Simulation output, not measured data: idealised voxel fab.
A process module follows: voxel double patterning.
Section cut is 230 nm wide and gridded with 5 nm square cells.
Cross-section format: a grid of square cells, given as bands from top to bottom; each band is one or more rows of cells. In this notation a band is specified by the heights of its top and bottom, in that order and in nm, after which its materials appear from left to right, each paired with its width in nm. The word "full width" attached to a single material means that material fills the band from edge to edge; the word "empty" stands for empty space. Heights from 0 (as-received wafer is one material below). Bottom band endless downward, as "from 0 down". Think of "30 to 40" as a width that walks from the first number to the second as you go down the band, top row to bottom row, taking equal-sized steps from row to row. When a step is marked "no alteration", none of the cells in the cross-section changed during that step. So "Enclosed internal cavities" is basically the list of trapped voids: any empty space of 8 cells or more that can't reach the top through an opening. They're written width x height at distance, the distance being from the left edge, and it's all nm. Anything after a step's settings on that line? It's the simulator's own note about the step. You can add "overlay nm" to a step's line. For a step with a mask, it describes how far the mask lay to the right of its planned position, and a negative number describes a lay to the left.

### The following list gives the planned process steps
1: RECEIVE (material Si)
2: CONFORMAL_DEP (material SiN; thk nm 5)
3: DIRECTIONAL_DEP (material SiO2; thk nm 15)
4: DIRECTIONAL_DEP (material SiCN; thk nm 10)
5: PATTERN (tone open; mask id FIRST; material resist; width nm 15; pitch nm 50; thk nm 15; overlay nm 0)
6: DIRECTIONAL_ETCH (etch materials SiCN; depth nm 10)
7: STRIP (etch materials resist)
8: PATTERN (tone open; mask id SECOND; material resist; width nm 15; pitch nm 50; thk nm 20; overlay nm 0)
9: DIRECTIONAL_ETCH (etch materials SiCN; depth nm 10)
10: STRIP (etch materials resist)
11: DIRECTIONAL_ETCH (etch materials SiO2; depth nm 15)
12: STRIP (etch materials SiCN)
Don't read the plan's width nm for step 5 as applying to every wafer: that's the first wafer's value, and the wafers differ in it, though they all start identical.

### first wafer as received, after step 1
from 0 down  Si full width
Enclosed internal cavities: none

### Basically each wafer gets a line in the table, showing it at the end of the module: material by material, the cells it gained (+) or lost (-) since we got it, then its closed voids
width nm 15, +46 SiN, +93 SiO2, Enclosed internal cavities: none
width nm 20, +46 SiN, +84 SiO2, Enclosed internal cavities: none
width nm 25, +46 SiN, +75 SiO2, Enclosed internal cavities: none
width nm 30, +46 SiN, +66 SiO2, Enclosed internal cavities: none
